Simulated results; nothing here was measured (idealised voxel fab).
process module | voxel spacer lines
cross-section cut | 235 nm wide | cells 5 nm
A cross-section is a grid of square cells, given in bands from the top down. A band is one or more rows of cells.
Each band's line starts with the height of the band's top and of its bottom, in nm. Then come its materials from left to right, each with its width in nm. One material with "throughout" fills the band from edge to edge. "air" is empty space.
Height 0 is the level under which the wafer as received is all one material. The lowest band goes on downwards, as in "0 down".
A width such as "30 to 40" changes by the same amount from each row of cells to the next, from the band's top row to its bottom row.
"no change" after a step means that no cell of the cross-section changed.
closed voids: empty space of 8 cells or more with no open way to the top, each as width x height at its distance from the left edge, in nm
after a step's settings: what the simulator itself notes on the step
overlay nm, on a step with a mask: how far to the right of its planned place the mask lay; to the left if negative
plan
1 op RECEIVE | material Si
2 op CONFORMAL_DEP | material Al2O3 | thk nm 5
3 op DIRECTIONAL_DEP | material W | thk nm 20
4 op DIRECTIONAL_DEP | material polySi | thk nm 30
5 op PATTERN | tone cover | mask id MANDREL | material resist | width nm 20 | pitch nm 60 | thk nm 35 | overlay nm 0
6 op DIRECTIONAL_ETCH | etch materials polySi | depth nm 30
7 op STRIP | etch materials resist
8 op CONFORMAL_DEP | material SiO2 | thk nm 10
9 op DIRECTIONAL_ETCH | etch materials SiO2 | depth nm 10
10 op STRIP | etch materials polySi
11 op DIRECTIONAL_ETCH | etch materials W | depth nm 20
12 op STRIP | etch materials SiO2
13 op FILL_DEP | material SiO2 | thk nm 5
14 op CMP | height nm 25
as received, after step 1
  0 down: Si throughout
  closed voids: none
first wafer at the end, as planned
  25 to 5: SiO2 65 | W 10 | SiO2 20 | W 10 | SiO2 20 | W 10 | SiO2 20 | W 10 | SiO2 70
  5 to 0: Al2O3 throughout
  0 down: Si throughout
  closed voids: none
second wafer at the end: like start, like plan, one mistake
  25 to 5: SiO2 60 | W 10 | SiO2 20 | W 10 | SiO2 20 | W 10 | SiO2 20 | W 10 | SiO2 75
  5 to 0: Al2O3 throughout
  0 down: Si throughout
  closed voids: none
what went wrong: step 5 ran as: op PATTERN | tone cover | mask id MANDREL | material resist | width nm 20 | pitch nm 60 | thk nm 35 | overlay nm -5
at the end the second wafer has, in cells: as many of each material as the first, in other places
